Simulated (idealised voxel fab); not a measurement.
Process module, titled voxel transistor to metal
Section cut is 275 nm wide and gridded with 5 nm square cells.
For the purposes of this document, a cross-section shall be understood as a grid of square cells, specified as bands listed in top-to-bottom order, each band consisting of one or more rows of cells. Basically the band line says how high the top is and how high the bottom is, in nm, and then what's in it from left to right, every material with its width in nm. Empty space shows up as "empty", and if a single material carries "full width" it runs the full band edge to edge. Where do heights start? At 0: under that level the wafer as delivered is made of one material only. And the lowest band has no floor; it just carries on downward, as in "z 0 and below". With a width like "30->40", each row of cells in the band differs from the next by the same amount, the top row carrying the first number and the bottom row the second. Step note "no change occurred" = no cross-section cell changed. Reported under the label "Enclosed cavity list" are the empty spaces having no open way to the top and comprising 8 cells or more; the notation for each is width x height at distance, in which the distance is measured from the left edge and all three values are in nm. Past the settings on a step's line: simulator remark, on that step. "overlay nm" on a masked step: distance the mask lay right of its planned place, negative for left.
### The planned process steps are enumerated hereunder
step 1: RECEIVE [material Si]
step 2: OXIDIZE [depth nm 5]
step 3: CONFORMAL_DEP [material SiN] [thk nm 15]
step 4: MASKED_ETCH [tone cover] [mask id ACTIVE] [width nm 105] [pitch nm 125] [etch materials SiN] [depth nm 15] [overlay nm 0]
step 5: MASKED_ETCH [tone cover] [mask id ACTIVE] [width nm 105] [pitch nm 125] [etch materials SiO2] [depth nm 5] [overlay nm 0]
step 6: MASKED_ETCH [tone cover] [mask id ACTIVE] [width nm 105] [pitch nm 125] [etch materials Si] [depth nm 20] [overlay nm 0]
step 7: FILL_DEP [material SiO2] [thk nm 10]
step 8: CMP [height nm 15]
step 9: SELECTIVE_ETCH [etch materials SiO2] [depth nm 5]
step 10: STRIP [etch materials SiN]
step 11: SELECTIVE_ETCH [etch materials SiO2] [depth nm 5]
step 12: OXIDIZE [depth nm 5]
step 13: DIRECTIONAL_DEP [material polySi] [thk nm 20]
step 14: DIRECTIONAL_DEP [material SiCN] [thk nm 15]
step 15: DIRECTIONAL_DEP [material aC] [thk nm 10]
step 16: PATTERN [tone cover] [mask id GATE] [material resist] [width nm 25] [pitch nm 125] [thk nm 30] [overlay nm 0]
step 17: DIRECTIONAL_ETCH [etch materials aC] [depth nm 10]
step 18: STRIP [etch materials resist]
step 19: DIRECTIONAL_ETCH [etch materials SiCN] [depth nm 25]
step 20: DIRECTIONAL_ETCH [etch materials polySi] [depth nm 30]
step 21: STRIP [etch materials aC]
step 22: CONFORMAL_DEP [material SiN] [thk nm 10]
step 23: DIRECTIONAL_ETCH [etch materials SiN] [depth nm 10]
step 24: DIRECTIONAL_ETCH [etch materials SiO2] [depth nm 5]
step 25: DIRECTIONAL_ETCH [etch materials Si] [depth nm 10]
step 26: EPI [material nSi] [thk nm 10]
step 27: FILL_DEP [material SiO2] [thk nm 5]
step 28: CMP [height nm 15]
step 29: STRIP [etch materials polySi]
step 30: SELECTIVE_ETCH [etch materials SiO2] [depth nm 5]
step 31: CONFORMAL_DEP [material HfO2] [thk nm 5]
step 32: CONFORMAL_DEP [material TiN] [thk nm 5]
step 33: FILL_DEP [material W] [thk nm 5]
step 34: CMP [height nm 10]
step 35: DIRECTIONAL_DEP [material SiO2] [thk nm 15]
step 36: DIRECTIONAL_DEP [material aC] [thk nm 15]
step 37: PATTERN [tone open] [mask id CONTACT] [material resist] [width nm 20] [thk nm 30] [overlay nm 0]
step 38: DIRECTIONAL_ETCH [etch materials aC] [depth nm 15]
step 39: STRIP [etch materials resist]
step 40: DIRECTIONAL_ETCH [etch materials SiO2] [depth nm 35]
step 41: STRIP [etch materials aC]
step 42: CONFORMAL_DEP [material TiN] [thk nm 5]
step 43: FILL_DEP [material W] [thk nm 10]
step 44: CMP [height nm 25]
step 45: DIRECTIONAL_DEP [material TiN] [thk nm 5]
step 46: DIRECTIONAL_DEP [material Ru] [thk nm 15]
step 47: PATTERN [tone cover] [mask id METAL_1] [material resist] [width nm 20] [thk nm 15] [overlay nm 0]
step 48: DIRECTIONAL_ETCH [etch materials Ru] [depth nm 15]
step 49: DIRECTIONAL_ETCH [etch materials TiN] [depth nm 5]
step 50: STRIP [etch materials resist]
step 51: FILL_DEP [material SiO2] [thk nm 5]
step 52: CMP [height nm 45]
step 53: CONFORMAL_DEP [material SiCN] [thk nm 5]
### This is the cross-section of the wafer as we received it, i.e. after step 1
    z 0 and below: Si full width
    Enclosed cavity list: none
### Looking at the first of two wafers in cross-section at end of module - ran to plan
    z 50 to 45: SiCN full width
    z 45 to 30: SiO2=25, then Ru=20, then SiO2=55, then Ru=20, then SiO2=30, then Ru=20, then SiO2=55, then Ru=20, then SiO2=30
    z 30 to 25: SiO2=25, then TiN=20, then SiO2=55, then TiN=20, then SiO2=30, then TiN=20, then SiO2=55, then TiN=20, then SiO2=30
    z 25 to 10: SiO2=25, then TiN=5, then W=10, then TiN=5, then SiO2=55, then TiN=5, then W=10, then TiN=5, then SiO2=30, then TiN=5, then W=10, then TiN=5, then SiO2=55, then TiN=5, then W=10, then TiN=5, then SiO2=30
    z 10 to 5: SiO2=25, then TiN=5, then W=10, then TiN=5, then SiO2=5, then SiN=10, then HfO2=5, then TiN=5, then W=5, then TiN=5, then HfO2=5, then SiN=10, then SiO2=5, then TiN=5, then W=10, then TiN=5, then SiO2=30, then TiN=5, then W=10, then TiN=5, then SiO2=5, then SiN=10, then HfO2=5, then TiN=5, then W=5, then TiN=5, then HfO2=5, then SiN=10, then SiO2=5, then TiN=5, then W=10, then TiN=5, then SiO2=30
    z 5 to 0: SiO2=15, then SiN=10, then TiN=20, then SiO2=5, then SiN=10, then HfO2=5, then TiN=5, then W=5, then TiN=5, then HfO2=5, then SiN=10, then SiO2=5, then TiN=20, then SiN=10, then SiO2=10, then SiN=10, then TiN=20, then SiO2=5, then SiN=10, then HfO2=5, then TiN=5, then W=5, then TiN=5, then HfO2=5, then SiN=10, then SiO2=5, then TiN=20, then SiN=10, then SiO2=20
    z 0 to -5: SiO2=15, then SiN=10, then nSi=10, then TiN=5, then nSi=10, then SiN=10, then HfO2=5, then TiN=15, then HfO2=5, then SiN=10, then nSi=10, then TiN=5, then nSi=10, then SiN=10, then SiO2=10, then SiN=10, then nSi=10, then TiN=5, then nSi=10, then SiN=10, then HfO2=5, then TiN=15, then HfO2=5, then SiN=10, then nSi=10, then TiN=5, then nSi=10, then SiN=10, then SiO2=20
    z -5 to -10: SiO2=25, then nSi=10, then TiN=5, then nSi=10, then SiO2=5, then HfO2=35, then SiO2=5, then nSi=10, then TiN=5, then nSi=10, then SiO2=30, then nSi=10, then TiN=5, then nSi=10, then SiO2=5, then HfO2=35, then SiO2=5, then nSi=10, then TiN=5, then nSi=10, then SiO2=30
    z -10 to -20: SiO2=20, then Si=5, then nSi=25, then Si=45, then nSi=25, then Si=5, then SiO2=20, then Si=5, then nSi=25, then Si=45, then nSi=25, then Si=5, then SiO2=25
    z -20 to -25: SiO2=20, then Si=105, then SiO2=20, then Si=105, then SiO2=25
    z -25 and below: Si full width
    Enclosed cavity list: none
### Cross-section at end of module for the second wafer of two, which matched the first in starting point and plan and differed by one mistake in its processing
    z 50 to 45: SiCN full width
    z 45 to 30: SiO2=25, then Ru=20, then SiO2=55, then Ru=20, then SiO2=30, then Ru=20, then SiO2=55, then Ru=20, then SiO2=30
    z 30 to 25: SiO2=25, then TiN=20, then SiO2=55, then TiN=20, then SiO2=30, then TiN=20, then SiO2=55, then TiN=20, then SiO2=30
    z 25 to 10: SiO2=25, then SiN=5, then W=10, then SiN=5, then SiO2=55, then SiN=5, then W=10, then SiN=5, then SiO2=30, then SiN=5, then W=10, then SiN=5, then SiO2=55, then SiN=5, then W=10, then SiN=5, then SiO2=30
    z 10 to 5: SiO2=25, then SiN=5, then W=10, then SiN=5, then SiO2=5, then SiN=10, then HfO2=5, then TiN=5, then W=5, then TiN=5, then HfO2=5, then SiN=10, then SiO2=5, then SiN=5, then W=10, then SiN=5, then SiO2=30, then SiN=5, then W=10, then SiN=5, then SiO2=5, then SiN=10, then HfO2=5, then TiN=5, then W=5, then TiN=5, then HfO2=5, then SiN=10, then SiO2=5, then SiN=5, then W=10, then SiN=5, then SiO2=30
    z 5 to 0: SiO2=15, then SiN=30, then SiO2=5, then SiN=10, then HfO2=5, then TiN=5, then W=5, then TiN=5, then HfO2=5, then SiN=10, then SiO2=5, then SiN=30, then SiO2=10, then SiN=30, then SiO2=5, then SiN=10, then HfO2=5, then TiN=5, then W=5, then TiN=5, then HfO2=5, then SiN=10, then SiO2=5, then SiN=30, then SiO2=20
    z 0 to -5: SiO2=15, then SiN=10, then nSi=10, then SiN=5, then nSi=10, then SiN=10, then HfO2=5, then TiN=15, then HfO2=5, then SiN=10, then nSi=10, then SiN=5, then nSi=10, then SiN=10, then SiO2=10, then SiN=10, then nSi=10, then SiN=5, then nSi=10, then SiN=10, then HfO2=5, then TiN=15, then HfO2=5, then SiN=10, then nSi=10, then SiN=5, then nSi=10, then SiN=10, then SiO2=20
    z -5 to -10: SiO2=25, then nSi=10, then SiN=5, then nSi=10, then SiO2=5, then HfO2=35, then SiO2=5, then nSi=10, then SiN=5, then nSi=10, then SiO2=30, then nSi=10, then SiN=5, then nSi=10, then SiO2=5, then HfO2=35, then SiO2=5, then nSi=10, then SiN=5, then nSi=10, then SiO2=30
    z -10 to -20: SiO2=20, then Si=5, then nSi=25, then Si=45, then nSi=25, then Si=5, then SiO2=20, then Si=5, then nSi=25, then Si=45, then nSi=25, then Si=5, then SiO2=25
    z -20 to -25: SiO2=20, then Si=105, then SiO2=20, then Si=105, then SiO2=25
    z -25 and below: Si full width
    Enclosed cavity list: none
Finding, execution versus plan: step 42, actual vs plan mismatch, actual run CONFORMAL_DEP [material SiN] [thk nm 5]
Once processing is complete, comparing cell counts shows that the second wafer has more or fewer of certain materials than the first: +56 SiN | -56 TiN
